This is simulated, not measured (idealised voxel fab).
Process module name: voxel released beams
For reference, the cross-section in this document is cut, with width 205 nm and square cells of 5 nm.
Notation: cross-section as square-cell grid; stated in bands, top first, going down; one or more cell rows per band.
A band entry consists of two parts. The first gives the height of the band's top and the height of its bottom, in nm. The rest lists the band's materials from left to right, each with its width in nm. A single material labelled with the word "all across" fills the band from edge to edge, and the word "blank" marks empty space.
All heights in this document are referenced to 0, defined as the level beneath which the wafer, as received, consists entirely of one material. The lowest band is not bounded below; it extends indefinitely downward and is written in the form "0 nm and below".
A two-number width, for instance "30->40", indicates that the width is equal to the first number in the top row of the band and to the second number in the bottom row, and that it changes by a constant amount per row of cells.
What does "changes: none" mean for a step? It means no cell of the cross-section changed in that step.
In "Closed void listing" the enclosed voids are listed, meaning empty spaces of 8 cells or larger without any opening to the top. The form is width x height at distance, distance from the left edge, units nm.
Whatever follows a step's settings on its line is a remark the simulator itself makes about that step.
The setting "overlay nm" may be written on the line of a step. When the step uses a mask, the value reports how far to the right of the planned place the mask lay, and a negative value reports that it lay to the left.
# Intended process steps
1 RECEIVE | material Si
2 CONFORMAL_DEP | material SiN | thk nm 5
3 DIRECTIONAL_DEP | material SiO2 | thk nm 20
4 MASKED_ETCH | tone open | mask id ANCHOR | width nm 25 | etch materials SiO2 | depth nm 20 | overlay nm 0
5 CONFORMAL_DEP | material polySi | thk nm 10
6 PATTERN | tone cover | mask id BEAM | material resist | width nm 80 | thk nm 20 | overlay nm 0
7 DIRECTIONAL_ETCH | etch materials polySi | depth nm 10
8 STRIP | etch materials resist
9 STRIP | etch materials SiO2
# Below: the first of two wafers, run as planned
# Incoming wafer in cross-section (state: after step 1)
    0 nm and below  Si all across
    Closed void listing: none
# Wafer section view after processing step 2
    5 nm to 0 nm  SiN all across
    Below 0 it's all the same as before, nothing changed down there.
# Wafer section view after processing step 3
    25 nm to 5 nm  SiO2 all across
    Below 5 it's all the same as before, nothing changed down there.
# Wafer section view after processing step 4
    25 nm to 5 nm  SiO2 (65) | blank (25) | SiO2 (115)
    Below 5 it's all the same as before, nothing changed down there.
# Wafer section view after processing step 5
    35 nm to 25 nm  polySi (75) | blank (5) | polySi (125)
    25 nm to 15 nm  SiO2 (65) | polySi (10) | blank (5) | polySi (10) | SiO2 (115)
    15 nm to 5 nm  SiO2 (65) | polySi (25) | SiO2 (115)
    Below 5 it's all the same as before, nothing changed down there.
# Wafer section view after processing step 6
    55 nm to 35 nm  blank (60) | resist (80) | blank (65)
    35 nm to 25 nm  polySi (75) | resist (5) | polySi (125)
    25 nm to 15 nm  SiO2 (65) | polySi (10) | resist (5) | polySi (10) | SiO2 (115)
    Below 15 it's all the same as before, nothing changed down there.
# Wafer section view after processing step 7
    55 nm to 35 nm  blank (60) | resist (80) | blank (65)
    35 nm to 25 nm  blank (60) | polySi (15) | resist (5) | polySi (60) | blank (65)
    Below 25 it's all the same as before, nothing changed down there.
# Wafer section view after processing step 8
    35 nm to 25 nm  blank (60) | polySi (15) | blank (5) | polySi (60) | blank (65)
    25 nm to 15 nm  SiO2 (65) | polySi (10) | blank (5) | polySi (10) | SiO2 (115)
    Below 15 it's all the same as before, nothing changed down there.
# Wafer section view after processing step 9
    35 nm to 25 nm  blank (60) | polySi (15) | blank (5) | polySi (60) | blank (65)
    25 nm to 15 nm  blank (65) | polySi (10) | blank (5) | polySi (10) | blank (115)
    15 nm to 5 nm  blank (65) | polySi (25) | blank (115)
    Below 5 it's all the same as before, nothing changed down there.
# Okay, second wafer. Nothing different at the start, nothing different in the plan, just one mistake somewhere in the running. As far as step 2, counting that step, it's the first wafer all over again
Second wafer profile in section, at the moment step 3 of the plan was meant to be complete: changes: none
Second wafer profile in section, at the moment step 4 of the plan was meant to be complete: changes: none
# Second wafer profile in section, at the moment step 5 of the plan was meant to be complete
    15 nm to 5 nm  polySi all across
    Below 5 it's all the same as before, nothing changed down there.
# Second wafer profile in section, at the moment step 6 of the plan was meant to be complete
    35 nm to 15 nm  blank (60) | resist (80) | blank (65)
    Below 15 it's all the same as before, nothing changed down there.
# Second wafer profile in section, at the moment step 7 of the plan was meant to be complete
    35 nm to 15 nm  blank (60) | resist (80) | blank (65)
    15 nm to 5 nm  blank (60) | polySi (80) | blank (65)
    Below 5 it's all the same as before, nothing changed down there.
# Second wafer profile in section, at the moment step 8 of the plan was meant to be complete
    15 nm to 5 nm  blank (60) | polySi (80) | blank (65)
    Below 5 it's all the same as before, nothing changed down there.
Second wafer profile in section, at the moment step 9 of the plan was meant to be complete: changes: none
Run error: plan step 3 was not performed, having been skipped
In the final state, the cell counts of the second wafer exceed or fall short of those of the first for the following materials: polySi -16
